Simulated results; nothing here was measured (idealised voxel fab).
Herein follows the process module entitled voxel self aligned vias.
Square cells of 5 nm make up the cross-section cut, whose width is 250 nm.
Cross-sections here: square-cell grids, written as top-down lists of bands, a band being one or more rows of cells. It is stipulated that each band's entry specify, in nanometres, the height of the top of the band and then that of its bottom, followed by the materials of the band in left-to-right sequence, each together with its width in nanometres. A single material marked by the word "throughout" is understood to fill the band from edge to edge; the word "empty" is understood to denote empty space. Height 0 is the level under which the wafer as received is all one material. The lowest band goes on downwards, as in "0 nm and below". The expression "30->40" gives the width at the extremes of the band, the first number at its top row of cells and the second at its bottom row, with the width changing by equal amounts from each row to the next in between. Step marked "no alterations made"? Then no cell in the cross-section changed in it. The list in "Fully enclosed voids" covers empty spaces of 8 cells or more that cannot reach the top through any open way, and it gives each as width x height at distance; the distance is from the left edge, and width, height and distance are in nm. Formally, on a step line, whatever follows the settings is a remark that the simulator itself makes on the step. "overlay nm", when on a step's line for a step with a mask, measures how far to the right of its planned place the mask lay; a negative measure means to the left.
**plan**
1) RECEIVE with material Si
2) CONFORMAL_DEP with material SiO2, thk nm 10
3) CONFORMAL_DEP with material SiCN, thk nm 5
4) DIRECTIONAL_DEP with material lowk, thk nm 30
5) DIRECTIONAL_DEP with material aC, thk nm 10
6) PATTERN with tone open, mask id LINES, material resist, width nm 20, pitch nm 70, thk nm 25, overlay nm 0
7) DIRECTIONAL_ETCH with etch materials aC, depth nm 10
8) STRIP with etch materials resist
9) DIRECTIONAL_ETCH with etch materials lowk, depth nm 30
10) STRIP with etch materials aC
11) CONFORMAL_DEP with material TiN, thk nm 5
12) FILL_DEP with material Ru, thk nm 10
13) CMP with height nm 45
14) SELECTIVE_ETCH with etch materials W Ru TiN, depth nm 10
15) FILL_DEP with material SiN, thk nm 10
16) CMP with height nm 45
17) DIRECTIONAL_DEP with material lowk, thk nm 15
18) DIRECTIONAL_DEP with material aC, thk nm 10
19) PATTERN with tone open, mask id VIAS, material resist, width nm 40, pitch nm 70, thk nm 25, overlay nm 0
20) DIRECTIONAL_ETCH with etch materials aC, depth nm 10
21) STRIP with etch materials resist
22) DIRECTIONAL_ETCH with etch materials lowk, depth nm 15
23) DIRECTIONAL_ETCH with etch materials SiN, depth nm 10
24) STRIP with etch materials aC
25) CONFORMAL_DEP with material TiN, thk nm 5
26) FILL_DEP with material Ru, thk nm 5
27) CMP with height nm 60
28) CONFORMAL_DEP with material SiCN, thk nm 5
**The first of the two wafers, which ran as planned**
**Cross-section of the wafer upon arrival, representing the state reached after step 1**
  0 nm and below = Si throughout
  Fully enclosed voids: none
**Step 2 done - wafer cross-section**
  10 nm to 0 nm = SiO2 throughout
  Heights below 0 show no change.
**Step 3 done - wafer cross-section**
  15 nm to 10 nm = SiCN throughout
  Heights below 10 show no change.
**Step 4 done - wafer cross-section**
  45 nm to 15 nm = lowk throughout
  Heights below 15 show no change.
**Step 5 done - wafer cross-section**
  55 nm to 45 nm = aC throughout
  Heights below 45 show no change.
**Step 6 done - wafer cross-section**
  80 nm to 55 nm = 80 nm resist | 20 nm empty | 50 nm resist | 20 nm empty | 80 nm resist
  Heights below 55 show no change.
**Step 7 done - wafer cross-section**
  70 nm to 55 nm = 80 nm resist | 20 nm empty | 50 nm resist | 20 nm empty | 80 nm resist
  55 nm to 45 nm = 80 nm aC | 20 nm empty | 50 nm aC | 20 nm empty | 80 nm aC
  Heights below 45 show no change.
**Step 8 done - wafer cross-section**
  55 nm to 45 nm = 80 nm aC | 20 nm empty | 50 nm aC | 20 nm empty | 80 nm aC
  Heights below 45 show no change.
**Step 9 done - wafer cross-section**
  55 nm to 45 nm = 80 nm aC | 20 nm empty | 50 nm aC | 20 nm empty | 80 nm aC
  45 nm to 15 nm = 80 nm lowk | 20 nm empty | 50 nm lowk | 20 nm empty | 80 nm lowk
  Heights below 15 show no change.
**Step 10 done - wafer cross-section**
  45 nm to 15 nm = 80 nm lowk | 20 nm empty | 50 nm lowk | 20 nm empty | 80 nm lowk
  Heights below 15 show no change.
**Step 11 done - wafer cross-section**
  50 nm to 45 nm = 85 nm TiN | 10 nm empty | 60 nm TiN | 10 nm empty | 85 nm TiN
  45 nm to 20 nm = 80 nm lowk | 5 nm TiN | 10 nm empty | 5 nm TiN | 50 nm lowk | 5 nm TiN | 10 nm empty | 5 nm TiN | 80 nm lowk
  20 nm to 15 nm = 80 nm lowk | 20 nm TiN | 50 nm lowk | 20 nm TiN | 80 nm lowk
  Heights below 15 show no change.
**Step 12 done - wafer cross-section**
  60 nm to 50 nm = Ru throughout
  50 nm to 45 nm = 85 nm TiN | 10 nm Ru | 60 nm TiN | 10 nm Ru | 85 nm TiN
  45 nm to 20 nm = 80 nm lowk | 5 nm TiN | 10 nm Ru | 5 nm TiN | 50 nm lowk | 5 nm TiN | 10 nm Ru | 5 nm TiN | 80 nm lowk
  Heights below 20 show no change.
**Step 13 done - wafer cross-section**
  45 nm to 20 nm = 80 nm lowk | 5 nm TiN | 10 nm Ru | 5 nm TiN | 50 nm lowk | 5 nm TiN | 10 nm Ru | 5 nm TiN | 80 nm lowk
  Heights below 20 show no change.
**Step 14 done - wafer cross-section**
  45 nm to 35 nm = 80 nm lowk | 20 nm empty | 50 nm lowk | 20 nm empty | 80 nm lowk
  Heights below 35 show no change.
**Step 15 done - wafer cross-section**
  55 nm to 45 nm = SiN throughout
  45 nm to 35 nm = 80 nm lowk | 20 nm SiN | 50 nm lowk | 20 nm SiN | 80 nm lowk
  Heights below 35 show no change.
**Step 16 done - wafer cross-section**
  45 nm to 35 nm = 80 nm lowk | 20 nm SiN | 50 nm lowk | 20 nm SiN | 80 nm lowk
  Heights below 35 show no change.
**Step 17 done - wafer cross-section**
  60 nm to 45 nm = lowk throughout
  Heights below 45 show no change.
**Step 18 done - wafer cross-section**
  70 nm to 60 nm = aC throughout
  Heights below 60 show no change.
**Step 19 done - wafer cross-section**
  95 nm to 70 nm = 70 nm resist | 40 nm empty | 30 nm resist | 40 nm empty | 70 nm resist
  Heights below 70 show no change.
**Step 20 done - wafer cross-section**
  85 nm to 70 nm = 70 nm resist | 40 nm empty | 30 nm resist | 40 nm empty | 70 nm resist
  70 nm to 60 nm = 70 nm aC | 40 nm empty | 30 nm aC | 40 nm empty | 70 nm aC
  Heights below 60 show no change.
**Step 21 done - wafer cross-section**
  70 nm to 60 nm = 70 nm aC | 40 nm empty | 30 nm aC | 40 nm empty | 70 nm aC
  Heights below 60 show no change.
**Step 22 done - wafer cross-section**
  70 nm to 60 nm = 70 nm aC | 40 nm empty | 30 nm aC | 40 nm empty | 70 nm aC
  60 nm to 45 nm = 70 nm lowk | 40 nm empty | 30 nm lowk | 40 nm empty | 70 nm lowk
  Heights below 45 show no change.
**Step 23 done - wafer cross-section**
  70 nm to 60 nm = 70 nm aC | 40 nm empty | 30 nm aC | 40 nm empty | 70 nm aC
  60 nm to 45 nm = 70 nm lowk | 40 nm empty | 30 nm lowk | 40 nm empty | 70 nm lowk
  45 nm to 35 nm = 80 nm lowk | 20 nm empty | 50 nm lowk | 20 nm empty | 80 nm lowk
  Heights below 35 show no change.
**Step 24 done - wafer cross-section**
  60 nm to 45 nm = 70 nm lowk | 40 nm empty | 30 nm lowk | 40 nm empty | 70 nm lowk
  Heights below 45 show no change.
**Step 25 done - wafer cross-section**
  65 nm to 60 nm = 75 nm TiN | 30 nm empty | 40 nm TiN | 30 nm empty | 75 nm TiN
  60 nm to 50 nm = 70 nm lowk | 5 nm TiN | 30 nm empty | 5 nm TiN | 30 nm lowk | 5 nm TiN | 30 nm empty | 5 nm TiN | 70 nm lowk
  50 nm to 40 nm = 70->80 nm lowk | 15->5 nm TiN | 10 nm empty | 15->5 nm TiN | 30->50 nm lowk | 15->5 nm TiN | 10 nm empty | 15->5 nm TiN | 70->80 nm lowk
  40 nm to 35 nm = 80 nm lowk | 20 nm TiN | 50 nm lowk | 20 nm TiN | 80 nm lowk
  Heights below 35 show no change.
**Step 26 done - wafer cross-section**
  70 nm to 65 nm = Ru throughout
  65 nm to 60 nm = 75 nm TiN | 30 nm Ru | 40 nm TiN | 30 nm Ru | 75 nm TiN
  60 nm to 50 nm = 70 nm lowk | 5 nm TiN | 30 nm Ru | 5 nm TiN | 30 nm lowk | 5 nm TiN | 30 nm Ru | 5 nm TiN | 70 nm lowk
  50 nm to 40 nm = 70->80 nm lowk | 15->5 nm TiN | 10 nm Ru | 15->5 nm TiN | 30->50 nm lowk | 15->5 nm TiN | 10 nm Ru | 15->5 nm TiN | 70->80 nm lowk
  Heights below 40 show no change.
**Step 27 done - wafer cross-section**
  60 nm to 50 nm = 70 nm lowk | 5 nm TiN | 30 nm Ru | 5 nm TiN | 30 nm lowk | 5 nm TiN | 30 nm Ru | 5 nm TiN | 70 nm lowk
  Heights below 50 show no change.
**Step 28 done - wafer cross-section**
  65 nm to 60 nm = SiCN throughout
  Heights below 60 show no change.
**What follows concerns the second wafer, which started out like the first and was meant to follow the very same plan; one mistake crept in when it was run, but everything up to and including step 21 is the same as for the first wafer**
**Second wafer, section view, time point: scheduled end of step 22**
  70 nm to 60 nm = 70 nm aC | 40 nm empty | 30 nm aC | 40 nm empty | 70 nm aC
  60 nm to 45 nm = 70 nm lowk | 40 nm empty | 30 nm lowk | 40 nm empty | 70 nm lowk
  45 nm to 35 nm = 70 nm lowk | 10 nm empty | 20 nm SiN | 10 nm empty | 30 nm lowk | 10 nm empty | 20 nm SiN | 10 nm empty | 70 nm lowk
  35 nm to 30 nm = 70 nm lowk | 10 nm empty | 5 nm TiN | 10 nm Ru | 5 nm TiN | 10 nm empty | 30 nm lowk | 10 nm empty | 5 nm TiN | 10 nm Ru | 5 nm TiN | 10 nm empty | 70 nm lowk
  Heights below 30 show no change.
**Second wafer, section view, time point: scheduled end of step 23**
  70 nm to 60 nm = 70 nm aC | 40 nm empty | 30 nm aC | 40 nm empty | 70 nm aC
  60 nm to 35 nm = 70 nm lowk | 40 nm empty | 30 nm lowk | 40 nm empty | 70 nm lowk
  Heights below 35 show no change.
**Second wafer, section view, time point: scheduled end of step 24**
  60 nm to 35 nm = 70 nm lowk | 40 nm empty | 30 nm lowk | 40 nm empty | 70 nm lowk
  Heights below 35 show no change.
**Second wafer, section view, time point: scheduled end of step 25**
  65 nm to 60 nm = 75 nm TiN | 30 nm empty | 40 nm TiN | 30 nm empty | 75 nm TiN
  60 nm to 40 nm = 70 nm lowk | 5 nm TiN | 30 nm empty | 5 nm TiN | 30 nm lowk | 5 nm TiN | 30 nm empty | 5 nm TiN | 70 nm lowk
  40 nm to 35 nm = 70 nm lowk | 40 nm TiN | 30 nm lowk | 40 nm TiN | 70 nm lowk
  35 nm to 30 nm = 70 nm lowk | 15 nm TiN | 10 nm Ru | 15 nm TiN | 30 nm lowk | 15 nm TiN | 10 nm Ru | 15 nm TiN | 70 nm lowk
  Heights below 30 show no change.
**Second wafer, section view, time point: scheduled end of step 26**
  70 nm to 65 nm = Ru throughout
  65 nm to 60 nm = 75 nm TiN | 30 nm Ru | 40 nm TiN | 30 nm Ru | 75 nm TiN
  60 nm to 40 nm = 70 nm lowk | 5 nm TiN | 30 nm Ru | 5 nm TiN | 30 nm lowk | 5 nm TiN | 30 nm Ru | 5 nm TiN | 70 nm lowk
  Heights below 40 show no change.
**Second wafer, section view, time point: scheduled end of step 27**
  60 nm to 40 nm = 70 nm lowk | 5 nm TiN | 30 nm Ru | 5 nm TiN | 30 nm lowk | 5 nm TiN | 30 nm Ru | 5 nm TiN | 70 nm lowk
  Heights below 40 show no change.
**Second wafer, section view, time point: scheduled end of step 28**
  65 nm to 60 nm = SiCN throughout
  Heights below 60 show no change.
Error vs. plan: step 22 of the plan was twice carried out
Counted in cells at the end, the second wafer holds more or fewer of these materials than the first: 16 more of Ru; 8 more of TiN; 24 fewer of lowk
